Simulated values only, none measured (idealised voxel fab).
Name of the process module below: voxel trench capacitor
Square cell edge 5 nm, section width 290 nm, ID cut.
In this document a cross-section is written as a grid of square cells. It is given as a series of bands, listed from the top down, and a band is one or more rows of cells.
The entry gives the band's vertical extent as a top height and a bottom height in nm, then its horizontal make-up as materials from left to right, each with a width in nm. "blank" stands for empty space; a single material marked "throughout" fills the band edge to edge.
Zero point of the height axis is 0; under it, received wafer = one material. Lowest band: continues down indefinitely, "0 and below".
The notation "30..40" denotes a width that varies across the rows of cells in the band, beginning at the first number in the top row, finishing at the second number in the bottom row, and changing by an identical amount from each row to the next.
The cross-section has no changed cell in any step marked "no modifications".
You'll see "Unvented voids" listing empty spaces that have no way open to the top, as long as they're 8 cells or more; the notation is width x height at distance, where the distance is from the left edge, and all of it is in nm.
Step line, after settings: the simulator's comment on this step.
overlay nm: right-of-plan distance of the mask on a masked step; negative values mean left-of-plan.

## Below is the list of planned process steps
1) RECEIVE (material Si)
2) CONFORMAL_DEP (material SiN; thk nm 10)
3) DIRECTIONAL_DEP (material aC; thk nm 15)
4) PATTERN (tone open; mask id TRENCH; material resist; width nm 25; pitch nm 50; thk nm 30; overlay nm 0)
5) DIRECTIONAL_ETCH (etch materials aC; depth nm 15)
6) STRIP (etch materials resist)
7) DIRECTIONAL_ETCH (etch materials SiN; depth nm 10)
8) DIRECTIONAL_ETCH (etch materials Si; depth nm 40)
9) STRIP (etch materials aC)
10) CONFORMAL_DEP (material HfO2; thk nm 5)
11) CONFORMAL_DEP (material TiN; thk nm 5)
12) FILL_DEP (material W; thk nm 5)
13) CMP (height nm 10)

## Cross-section of the incoming wafer, state after step 1
* 0 and below  Si throughout
* Unvented voids: none

## Looking at the first of two wafers in cross-section at end of module - ran to plan
* 10 down to 0  SiN 55 nm; HfO2 5 nm; TiN 5 nm; W 5 nm; TiN 5 nm; HfO2 5 nm; SiN 25 nm; HfO2 5 nm; TiN 5 nm; W 5 nm; TiN 5 nm; HfO2 5 nm; SiN 25 nm; HfO2 5 nm; TiN 5 nm; W 5 nm; TiN 5 nm; HfO2 5 nm; SiN 25 nm; HfO2 5 nm; TiN 5 nm; W 5 nm; TiN 5 nm; HfO2 5 nm; SiN 60 nm
* 0 down to -30  Si 55 nm; HfO2 5 nm; TiN 5 nm; W 5 nm; TiN 5 nm; HfO2 5 nm; Si 25 nm; HfO2 5 nm; TiN 5 nm; W 5 nm; TiN 5 nm; HfO2 5 nm; Si 25 nm; HfO2 5 nm; TiN 5 nm; W 5 nm; TiN 5 nm; HfO2 5 nm; Si 25 nm; HfO2 5 nm; TiN 5 nm; W 5 nm; TiN 5 nm; HfO2 5 nm; Si 60 nm
* -30 down to -35  Si 55 nm; HfO2 5 nm; TiN 15 nm; HfO2 5 nm; Si 25 nm; HfO2 5 nm; TiN 15 nm; HfO2 5 nm; Si 25 nm; HfO2 5 nm; TiN 15 nm; HfO2 5 nm; Si 25 nm; HfO2 5 nm; TiN 15 nm; HfO2 5 nm; Si 60 nm
* -35 down to -40  Si 55 nm; HfO2 25 nm; Si 25 nm; HfO2 25 nm; Si 25 nm; HfO2 25 nm; Si 25 nm; HfO2 25 nm; Si 60 nm
* -40 and below  Si throughout
* Unvented voids: none

## Here is the second of the two wafers cut open at the end of the module - same start, same plan as the first one, but we made one mistake running it
* 10 down to 0  SiN 60 nm; HfO2 5 nm; TiN 10 nm; HfO2 5 nm; SiN 30 nm; HfO2 5 nm; TiN 10 nm; HfO2 5 nm; SiN 30 nm; HfO2 5 nm; TiN 10 nm; HfO2 5 nm; SiN 30 nm; HfO2 5 nm; TiN 10 nm; HfO2 5 nm; SiN 60 nm
* 0 down to -35  Si 60 nm; HfO2 5 nm; TiN 10 nm; HfO2 5 nm; Si 30 nm; HfO2 5 nm; TiN 10 nm; HfO2 5 nm; Si 30 nm; HfO2 5 nm; TiN 10 nm; HfO2 5 nm; Si 30 nm; HfO2 5 nm; TiN 10 nm; HfO2 5 nm; Si 60 nm
* -35 down to -40  Si 60 nm; HfO2 20 nm; Si 30 nm; HfO2 20 nm; Si 30 nm; HfO2 20 nm; Si 30 nm; HfO2 20 nm; Si 60 nm
* -40 and below  Si throughout
* Unvented voids: none
Against the plan, the run slipped here: so step 4 ended up running with a different setting than we planned, it ran as PATTERN (tone open; mask id TRENCH; material resist; width nm 20; pitch nm 50; thk nm 30; overlay nm 0)
At the finish, the second wafer shows more or fewer cells for some materials than the first does: 4 fewer of HfO2, 32 more of Si, 8 more of SiN, 4 fewer of TiN, 32 fewer of W
